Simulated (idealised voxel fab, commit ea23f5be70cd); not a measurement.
Herein follows the process module entitled voxel plated lines.
Pictured: cross-section cut, 260 nm wide, on a grid of 5 nm square cells.
Bands, listed from the top down, are how a cross-section gets written in this document; the cross-section itself is a grid of square cells, and a band is one or more rows of them. Read a band's entry like this: the first values are the height of its top and the height of its bottom in nm, and what follows is the sequence of materials from left to right, each with its width in nm. Note that "blank" is empty space, and that a single material marked "edge to edge" reaches across the band from edge to edge. Below 0: as-received wafer, all one material; heights counted from there. Lowest band: no bottom, goes on down, written "0 -> down". Width "30 to 40": first value at the band's top row of cells, second value at its bottom row, equal change from row to row. "all unchanged" (step): cross-section cells unchanged, all of them. "Fully closed voids": sealed empty spaces, 8 cells or more, no open way to top, listed width x height at distance, with distance from the left edge and width, height and distance in nm. Text after the settings on a step's line: the simulator's own remark on that step. Steps that use a mask can have "overlay nm" on their line. It says how far the mask sat to the right of where it was meant to be. Negative means to the left.
Listed below are the process steps as planned
1: RECEIVE: material Si
2: CONFORMAL_DEP: material Al2O3, thk nm 10
3: DIRECTIONAL_DEP: material TiN, thk nm 5
4: PATTERN: tone open, mask id LINES, material resist, width nm 20, pitch nm 40, thk nm 35, overlay nm 0
5: EPI: material Ru, thk nm 10
6: EPI: material Ru, thk nm 5
7: EPI: material Ru, thk nm 10
8: STRIP: etch materials resist
9: DIRECTIONAL_ETCH: etch materials TiN, depth nm 5
10: CONFORMAL_DEP: material SiO2, thk nm 10
As received, after step 1
  0 -> down = Si edge to edge
  Fully closed voids: none
Cross-sectional result after module completion. Note: starting condition and plan are unchanged from above; one processing mistake was made
  50 -> 40 = SiO2 edge to edge
  40 -> 15 = Ru=60; SiO2=20; Ru=20; SiO2=20; Ru=20; SiO2=20; Ru=20; SiO2=20; Ru=60
  15 -> 10 = TiN=60; SiO2=20; TiN=20; SiO2=20; TiN=20; SiO2=20; TiN=20; SiO2=20; TiN=60
  10 -> 0 = Al2O3 edge to edge
  0 -> down = Si edge to edge
  Fully closed voids: none
Which mistake was made when the wafer was run? the process deviated at step 4: the operation and settings actually run there were PATTERN: tone cover, mask id LINES, material resist, width nm 20, pitch nm 40, thk nm 35, overlay nm 0
